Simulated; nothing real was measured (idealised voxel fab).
A process module follows: voxel spacer lines.
The cross-section shown here is cut; it is 225 nm wide and divided into square cells measuring 5 nm on a side.
Cross-section = grid of square cells, listed top down in bands; band = one or more rows.
Quick guide to a band line: top height, bottom height (nm) up front; then every material left to right with its width in nm. Only one material and it's marked "all across"? Then it fills the band edge to edge. And "empty" just means empty space.
The reference from which all heights are counted is 0, the level beneath which the as-received wafer is entirely one material; the lowest band, having no lower bound, proceeds downward and is written after the example "0 -> down".
Graded width ("30->40"): value in top row of band = first number; value in bottom row = second number; row-to-row change constant.
When a step is marked "nothing altered", none of the cells in the cross-section changed during that step.
You'll see "Fully closed voids" listing empty spaces that have no way open to the top, as long as they're 8 cells or more; the notation is width x height at distance, where the distance is from the left edge, and all of it is in nm.
Text after the settings on a step's line: the simulator's own remark on that step.
"overlay nm" on a masked step: distance the mask lay right of its planned place, negative for left.
Steps planned for the process:
1 RECEIVE,material Si
2 CONFORMAL_DEP,material Al2O3,thk nm 5
3 DIRECTIONAL_DEP,material SiN,thk nm 10
4 DIRECTIONAL_DEP,material polySi,thk nm 25
5 PATTERN,tone cover,mask id MANDREL,material resist,width nm 25,pitch nm 80,thk nm 30,overlay nm 0
6 DIRECTIONAL_ETCH,etch materials polySi,depth nm 25
7 STRIP,etch materials resist
8 CONFORMAL_DEP,material SiO2,thk nm 15
9 DIRECTIONAL_ETCH,etch materials SiO2,depth nm 15
10 STRIP,etch materials polySi
11 DIRECTIONAL_ETCH,etch materials SiN,depth nm 10
12 STRIP,etch materials SiO2
13 FILL_DEP,material SiO2,thk nm 5
14 CMP,height nm 15
First of the two wafers, run per plan:
Step 1 complete: cross-section of the wafer as received:
  0 -> down: Si all across
  Fully closed voids: none
Presented here is a cross-section of the wafer after step 2 has been performed:
  5 -> 0: Al2O3 all across
  Rest of section, below 0: as before.
Presented here is a cross-section of the wafer after step 3 has been performed:
  15 -> 5: SiN all across
  Rest of section, below 5: as before.
Presented here is a cross-section of the wafer after step 4 has been performed:
  40 -> 15: polySi all across
  Rest of section, below 15: as before.
Presented here is a cross-section of the wafer after step 5 has been performed:
  70 -> 40: empty=60, resist=25, empty=55, resist=25, empty=60
  Rest of section, below 40: as before.
Presented here is a cross-section of the wafer after step 6 has been performed:
  70 -> 40: empty=60, resist=25, empty=55, resist=25, empty=60
  40 -> 15: empty=60, polySi=25, empty=55, polySi=25, empty=60
  Rest of section, below 15: as before.
Presented here is a cross-section of the wafer after step 7 has been performed:
  40 -> 15: empty=60, polySi=25, empty=55, polySi=25, empty=60
  Rest of section, below 15: as before.
Presented here is a cross-section of the wafer after step 8 has been performed:
  55 -> 40: empty=45, SiO2=55, empty=25, SiO2=55, empty=45
  40 -> 30: empty=45, SiO2=15, polySi=25, SiO2=15, empty=25, SiO2=15, polySi=25, SiO2=15, empty=45
  30 -> 15: SiO2=60, polySi=25, SiO2=55, polySi=25, SiO2=60
  Rest of section, below 15: as before.
Presented here is a cross-section of the wafer after step 9 has been performed:
  40 -> 15: empty=45, SiO2=15, polySi=25, SiO2=15, empty=25, SiO2=15, polySi=25, SiO2=15, empty=45
  Rest of section, below 15: as before.
Presented here is a cross-section of the wafer after step 10 has been performed:
  40 -> 15: empty=45, SiO2=15, empty=25, SiO2=15, empty=25, SiO2=15, empty=25, SiO2=15, empty=45
  Rest of section, below 15: as before.
Presented here is a cross-section of the wafer after step 11 has been performed:
  40 -> 15: empty=45, SiO2=15, empty=25, SiO2=15, empty=25, SiO2=15, empty=25, SiO2=15, empty=45
  15 -> 5: empty=45, SiN=15, empty=25, SiN=15, empty=25, SiN=15, empty=25, SiN=15, empty=45
  Rest of section, below 5: as before.
Presented here is a cross-section of the wafer after step 12 has been performed:
  15 -> 5: empty=45, SiN=15, empty=25, SiN=15, empty=25, SiN=15, empty=25, SiN=15, empty=45
  Rest of section, below 5: as before.
Presented here is a cross-section of the wafer after step 13 has been performed:
  20 -> 15: SiO2 all across
  15 -> 5: SiO2=45, SiN=15, SiO2=25, SiN=15, SiO2=25, SiN=15, SiO2=25, SiN=15, SiO2=45
  Rest of section, below 5: as before.
Presented here is a cross-section of the wafer after step 14 has been performed:
  15 -> 5: SiO2=45, SiN=15, SiO2=25, SiN=15, SiO2=25, SiN=15, SiO2=25, SiN=15, SiO2=45
  Rest of section, below 5: as before.
The remaining wafer, second of the two, started like the first and was run to the same plan, except that one mistake was made along the way; the two coincide through step 2, inclusive:
Cross-section, second wafer, at the end time the plan gives for step 3:
  10 -> 5: SiN all across
  Rest of section, below 5: as before.
Cross-section, second wafer, at the end time the plan gives for step 4:
  35 -> 10: polySi all across
  Rest of section, below 10: as before.
Cross-section, second wafer, at the end time the plan gives for step 5:
  65 -> 35: empty=60, resist=25, empty=55, resist=25, empty=60
  Rest of section, below 35: as before.
Cross-section, second wafer, at the end time the plan gives for step 6:
  65 -> 35: empty=60, resist=25, empty=55, resist=25, empty=60
  35 -> 10: empty=60, polySi=25, empty=55, polySi=25, empty=60
  Rest of section, below 10: as before.
Cross-section, second wafer, at the end time the plan gives for step 7:
  35 -> 10: empty=60, polySi=25, empty=55, polySi=25, empty=60
  Rest of section, below 10: as before.
Cross-section, second wafer, at the end time the plan gives for step 8:
  50 -> 35: empty=45, SiO2=55, empty=25, SiO2=55, empty=45
  35 -> 25: empty=45, SiO2=15, polySi=25, SiO2=15, empty=25, SiO2=15, polySi=25, SiO2=15, empty=45
  25 -> 10: SiO2=60, polySi=25, SiO2=55, polySi=25, SiO2=60
  Rest of section, below 10: as before.
Cross-section, second wafer, at the end time the plan gives for step 9:
  35 -> 10: empty=45, SiO2=15, polySi=25, SiO2=15, empty=25, SiO2=15, polySi=25, SiO2=15, empty=45
  Rest of section, below 10: as before.
Cross-section, second wafer, at the end time the plan gives for step 10:
  35 -> 10: empty=45, SiO2=15, empty=25, SiO2=15, empty=25, SiO2=15, empty=25, SiO2=15, empty=45
  Rest of section, below 10: as before.
Cross-section, second wafer, at the end time the plan gives for step 11:
  35 -> 10: empty=45, SiO2=15, empty=25, SiO2=15, empty=25, SiO2=15, empty=25, SiO2=15, empty=45
  10 -> 5: empty=45, SiN=15, empty=25, SiN=15, empty=25, SiN=15, empty=25, SiN=15, empty=45
  Rest of section, below 5: as before.
Cross-section, second wafer, at the end time the plan gives for step 12:
  10 -> 5: empty=45, SiN=15, empty=25, SiN=15, empty=25, SiN=15, empty=25, SiN=15, empty=45
  Rest of section, below 5: as before.
Cross-section, second wafer, at the end time the plan gives for step 13:
  15 -> 10: SiO2 all across
  10 -> 5: SiO2=45, SiN=15, SiO2=25, SiN=15, SiO2=25, SiN=15, SiO2=25, SiN=15, SiO2=45
  Rest of section, below 5: as before.
Cross-section, second wafer, at the end time the plan gives for step 14: nothing altered
Want to know what went wrong? for step 3, the planned setting was not used; the step was instead run as DIRECTIONAL_DEP,material SiN,thk nm 5
Counted in cells at the end, the second wafer holds more or fewer of these materials than the first: SiN -12 | SiO2 +12
